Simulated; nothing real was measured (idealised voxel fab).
A process module follows: voxel fin reveal.
170 nm wide, 5 nm square cells: that's cross-section cut.
If you're reading a cross-section in this doc, picture square cells in a grid; it comes to you as bands, top ones listed first down to the bottom, and a band can be one or more rows of cells.
The entry gives the band's vertical extent as a top height and a bottom height in nm, then its horizontal make-up as materials from left to right, each with a width in nm. "air" stands for empty space; a single material marked "all across" fills the band edge to edge.
Heights are measured from 0, the level below which the as-received wafer is all one material; the lowest band has no bottom and continues downward, written as in "top 0, no bottom".
Note: "30->40" means the width goes from the first number (top row of the band) to the second number (bottom row) in equal steps per row of cells.
No cell of the cross-section changed in a step that is given as "changes: none".
"Sealed void list" lists enclosed empty spaces (at least 8 cells, no open path upward to the top), each as width x height at distance from the left edge, in nm.
Read whatever lies past the settings on a step's line as the simulator's own remark about the step.
overlay nm: right-of-plan distance of the mask on a masked step; negative values mean left-of-plan.

These are the steps we planned for the process
1) RECEIVE,material Si
2) CONFORMAL_DEP,material SiN,thk nm 5
3) MASKED_ETCH,tone cover,mask id FINS,width nm 15,pitch nm 35,etch materials SiN,depth nm 5,overlay nm 0
4) MASKED_ETCH,tone cover,mask id FINS,width nm 15,pitch nm 35,etch materials Si,depth nm 30,overlay nm 0
5) OXIDIZE,depth nm 5
6) FILL_DEP,material SiO2,thk nm 5
7) CMP,height nm 5
8) SELECTIVE_ETCH,etch materials SiO2,depth nm 20
9) STRIP,etch materials SiN
10) CONFORMAL_DEP,material SiO2,thk nm 5

First out of two wafers; run went to plan

The cross-section here shows the wafer as received, i.e. in its state after step 1
	top 0, no bottom  Si all across
	Sealed void list: none

How the wafer stands in section after step 2
	top 5, bottom 0  SiN all across
	Heights below 0 show no change.

How the wafer stands in section after step 3
	top 5, bottom 0  air=25, then SiN=15, then air=20, then SiN=15, then air=20, then SiN=15, then air=20, then SiN=15, then air=25
	Heights below 0 show no change.

How the wafer stands in section after step 4
	top 5, bottom 0  air=25, then SiN=15, then air=20, then SiN=15, then air=20, then SiN=15, then air=20, then SiN=15, then air=25
	top 0, bottom -30  air=25, then Si=15, then air=20, then Si=15, then air=20, then Si=15, then air=20, then Si=15, then air=25
	Heights below -30 show no change.

How the wafer stands in section after step 5
	top 5, bottom 0  air=25, then SiN=15, then air=20, then SiN=15, then air=20, then SiN=15, then air=20, then SiN=15, then air=25
	top 0, bottom -30  air=25, then SiO2=5, then Si=5, then SiO2=5, then air=20, then SiO2=5, then Si=5, then SiO2=5, then air=20, then SiO2=5, then Si=5, then SiO2=5, then air=20, then SiO2=5, then Si=5, then SiO2=5, then air=25
	top -30, bottom -35  SiO2=30, then Si=5, then SiO2=30, then Si=5, then SiO2=30, then Si=5, then SiO2=30, then Si=5, then SiO2=30
	Heights below -35 show no change.

How the wafer stands in section after step 6
	top 10, bottom 5  SiO2 all across
	top 5, bottom 0  SiO2=25, then SiN=15, then SiO2=20, then SiN=15, then SiO2=20, then SiN=15, then SiO2=20, then SiN=15, then SiO2=25
	top 0, bottom -35  SiO2=30, then Si=5, then SiO2=30, then Si=5, then SiO2=30, then Si=5, then SiO2=30, then Si=5, then SiO2=30
	Heights below -35 show no change.

How the wafer stands in section after step 7
	top 5, bottom 0  SiO2=25, then SiN=15, then SiO2=20, then SiN=15, then SiO2=20, then SiN=15, then SiO2=20, then SiN=15, then SiO2=25
	Heights below 0 show no change.

How the wafer stands in section after step 8
	top 5, bottom 0  air=25, then SiN=15, then air=20, then SiN=15, then air=20, then SiN=15, then air=20, then SiN=15, then air=25
	top 0, bottom -15  air=30, then Si=5, then air=30, then Si=5, then air=30, then Si=5, then air=30, then Si=5, then air=30
	Heights below -15 show no change.

How the wafer stands in section after step 9
	top 0, bottom -15  air=30, then Si=5, then air=30, then Si=5, then air=30, then Si=5, then air=30, then Si=5, then air=30
	Heights below -15 show no change.

How the wafer stands in section after step 10
	top 5, bottom 0  air=25, then SiO2=15, then air=20, then SiO2=15, then air=20, then SiO2=15, then air=20, then SiO2=15, then air=25
	top 0, bottom -10  air=25, then SiO2=5, then Si=5, then SiO2=5, then air=20, then SiO2=5, then Si=5, then SiO2=5, then air=20, then SiO2=5, then Si=5, then SiO2=5, then air=20, then SiO2=5, then Si=5, then SiO2=5, then air=25
	top -10, bottom -35  SiO2=30, then Si=5, then SiO2=30, then Si=5, then SiO2=30, then Si=5, then SiO2=30, then Si=5, then SiO2=30
	Heights below -35 show no change.

The Second Wafer: Common Origin and Plan, One Mistake in Execution, Identical to the First Through Step 2

X-section, second wafer, when step 3 was due to finish
	top 5, bottom 0  air=15, then SiN=15, then air=20, then SiN=15, then air=20, then SiN=15, then air=20, then SiN=15, then air=35
	Heights below 0 show no change.

X-section, second wafer, when step 4 was due to finish
	top 5, bottom 0  air=15, then SiN=15, then air=20, then SiN=15, then air=20, then SiN=15, then air=20, then SiN=15, then air=35
	top 0, bottom -30  air=15, then Si=25, then air=10, then Si=25, then air=10, then Si=25, then air=10, then Si=25, then air=25
	Heights below -30 show no change.

X-section, second wafer, when step 5 was due to finish
	top 5, bottom 0  air=15, then SiN=15, then air=20, then SiN=15, then air=20, then SiN=15, then air=20, then SiN=15, then air=35
	top 0, bottom -5  air=15, then SiO2=5, then Si=5, then SiO2=15, then air=10, then SiO2=5, then Si=5, then SiO2=15, then air=10, then SiO2=5, then Si=5, then SiO2=15, then air=10, then SiO2=5, then Si=5, then SiO2=15, then air=25
	top -5, bottom -30  air=15, then SiO2=5, then Si=15, then SiO2=5, then air=10, then SiO2=5, then Si=15, then SiO2=5, then air=10, then SiO2=5, then Si=15, then SiO2=5, then air=10, then SiO2=5, then Si=15, then SiO2=5, then air=25
	top -30, bottom -35  SiO2=20, then Si=15, then SiO2=20, then Si=15, then SiO2=20, then Si=15, then SiO2=20, then Si=15, then SiO2=30
	Heights below -35 show no change.

X-section, second wafer, when step 6 was due to finish
	top 10, bottom 5  SiO2 all across
	top 5, bottom 0  SiO2=15, then SiN=15, then SiO2=20, then SiN=15, then SiO2=20, then SiN=15, then SiO2=20, then SiN=15, then SiO2=35
	top 0, bottom -5  SiO2=20, then Si=5, then SiO2=30, then Si=5, then SiO2=30, then Si=5, then SiO2=30, then Si=5, then SiO2=40
	top -5, bottom -35  SiO2=20, then Si=15, then SiO2=20, then Si=15, then SiO2=20, then Si=15, then SiO2=20, then Si=15, then SiO2=30
	Heights below -35 show no change.

X-section, second wafer, when step 7 was due to finish
	top 5, bottom 0  SiO2=15, then SiN=15, then SiO2=20, then SiN=15, then SiO2=20, then SiN=15, then SiO2=20, then SiN=15, then SiO2=35
	Heights below 0 show no change.

X-section, second wafer, when step 8 was due to finish
	top 5, bottom 0  air=15, then SiN=15, then air=20, then SiN=15, then air=20, then SiN=15, then air=20, then SiN=15, then air=35
	top 0, bottom -5  air=20, then Si=5, then air=30, then Si=5, then air=30, then Si=5, then air=30, then Si=5, then air=40
	top -5, bottom -15  air=20, then Si=15, then air=20, then Si=15, then air=20, then Si=15, then air=20, then Si=15, then air=30
	Heights below -15 show no change.

X-section, second wafer, when step 9 was due to finish
	top 0, bottom -5  air=20, then Si=5, then air=30, then Si=5, then air=30, then Si=5, then air=30, then Si=5, then air=40
	Heights below -5 show no change.

X-section, second wafer, when step 10 was due to finish
	top 5, bottom 0  air=15, then SiO2=15, then air=20, then SiO2=15, then air=20, then SiO2=15, then air=20, then SiO2=15, then air=35
	top 0, bottom -10  air=15, then SiO2=5, then Si=5->15, then SiO2=15->5, then air=10, then SiO2=5, then Si=5->15, then SiO2=15->5, then air=10, then SiO2=5, then Si=5->15, then SiO2=15->5, then air=10, then SiO2=5, then Si=5->15, then SiO2=15->5, then air=25
	top -10, bottom -35  SiO2=20, then Si=15, then SiO2=20, then Si=15, then SiO2=20, then Si=15, then SiO2=20, then Si=15, then SiO2=30
	Heights below -35 show no change.
Where did the run depart from the plan? step 3 did not happen as planned, as run it was MASKED_ETCH,tone cover,mask id FINS,width nm 15,pitch nm 35,etch materials SiN,depth nm 5,overlay nm -10
Final tally in cells, some materials are higher or lower on the second wafer than on the first: 48 more of Si; 32 fewer of SiO2
